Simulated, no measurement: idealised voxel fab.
Module name: voxel self aligned contacts (process module)
For reference, the cross-section in this document is cut, with width 235 nm and square cells of 5 nm.
The cross-sections in this document take the form of a grid made of square cells. They are written out as bands, in order from top to bottom. Each band consists of one or more rows of cells.
What a band's entry tells you: where the top is and where the bottom is, as heights in nm, and after that what lies inside, material by material from left to right, each with its width in nm. Empty space is written as the word "air", and a single material marked with the word "everywhere" occupies the band from edge to edge.
Convention: height 0 is the level below which the wafer, as received, is all one material. The lowest band does not terminate at the bottom but continues downward, represented as "0 -> down".
Top row gets the first number, bottom row gets the second, and each row in between changes by the same step: that is how a band width like "30..40" works.
"remained the same" (step): cross-section cells unchanged, all of them.
In the "Listed closed voids" entry, you get each enclosed empty space of 8 cells or more, one with no open way to the top, written width x height at distance, distance from the left edge, in nm.
On each step's line, the part that comes after the settings is the simulator's own comment on the step.
overlay nm: how far to the right of its planned place the mask lay on this masked step (negative: to the left).
Set out below are the planned steps of the process
| 1 | RECEIVE with material Si |
| 2 | CONFORMAL_DEP with material SiO2, thk nm 5 |
| 3 | DIRECTIONAL_DEP with material polySi, thk nm 30 |
| 4 | DIRECTIONAL_DEP with material SiN, thk nm 20 |
| 5 | DIRECTIONAL_DEP with material aC, thk nm 15 |
| 6 | PATTERN with tone cover, mask id GATE, material resist, width nm 25, pitch nm 60, thk nm 30, overlay nm 0 |
| 7 | DIRECTIONAL_ETCH with etch materials aC, depth nm 15 |
| 8 | STRIP with etch materials resist |
| 9 | DIRECTIONAL_ETCH with etch materials SiN, depth nm 20 |
| 10 | DIRECTIONAL_ETCH with etch materials polySi, depth nm 30 |
| 11 | STRIP with etch materials aC |
| 12 | CONFORMAL_DEP with material SiN, thk nm 10 |
| 13 | DIRECTIONAL_ETCH with etch materials SiN, depth nm 10 |
| 14 | FILL_DEP with material SiO2, thk nm 15 |
| 15 | CMP with height nm 65 |
| 16 | MASKED_ETCH with tone open, mask id CONTACT, width nm 45, pitch nm 60, etch materials SiO2, depth nm 65, overlay nm 0 |
| 17 | CONFORMAL_DEP with material TiN, thk nm 5 |
| 18 | FILL_DEP with material W, thk nm 5 |
| 19 | CMP with height nm 65 |
| 20 | CONFORMAL_DEP with material SiN, thk nm 5 |
Incoming wafer in cross-section (state: after step 1)
	0 -> down: Si everywhere
	Listed closed voids: none
Post-module cross-section of the first of two wafers (run per plan)
	70 -> 65: SiN everywhere
	65 -> 55: SiO2 (65), then TiN (5..20), then W (35..5), then TiN (5..20), then SiO2 (15), then TiN (5..20), then W (35..5), then TiN (5..20), then SiO2 (65)
	55 -> 35: SiO2 (35), then SiN (45), then TiN (5), then W (5), then TiN (5), then SiN (45), then TiN (5), then W (5), then TiN (5), then SiN (45), then SiO2 (35)
	35 -> 5: SiO2 (35), then SiN (10), then polySi (25), then SiN (10), then TiN (5), then W (5), then TiN (5), then SiN (10), then polySi (25), then SiN (10), then TiN (5), then W (5), then TiN (5), then SiN (10), then polySi (25), then SiN (10), then SiO2 (35)
	5 -> 0: SiO2 (80), then TiN (15), then SiO2 (45), then TiN (15), then SiO2 (80)
	0 -> down: Si everywhere
	Listed closed voids: none
Second wafer cross-section at end of module - shared start and plan with the first, one mistake in the run
	70 -> 65: SiN everywhere
	65 -> 55: SiO2 (65), then TiN (5..20), then SiN (35..5), then TiN (5..20), then SiO2 (15), then TiN (5..20), then SiN (35..5), then TiN (5..20), then SiO2 (65)
	55 -> 35: SiO2 (35), then SiN (45), then TiN (5), then SiN (5), then TiN (5), then SiN (45), then TiN (5), then SiN (5), then TiN (5), then SiN (45), then SiO2 (35)
	35 -> 5: SiO2 (35), then SiN (10), then polySi (25), then SiN (10), then TiN (5), then SiN (5), then TiN (5), then SiN (10), then polySi (25), then SiN (10), then TiN (5), then SiN (5), then TiN (5), then SiN (10), then polySi (25), then SiN (10), then SiO2 (35)
	5 -> 0: SiO2 (80), then TiN (15), then SiO2 (45), then TiN (15), then SiO2 (80)
	0 -> down: Si everywhere
	Listed closed voids: none
Want to know what went wrong? step 18 deviated from plan and actually ran as FILL_DEP with material SiN, thk nm 5
at the end the second wafer has, in cells: +36 SiN | -36 W
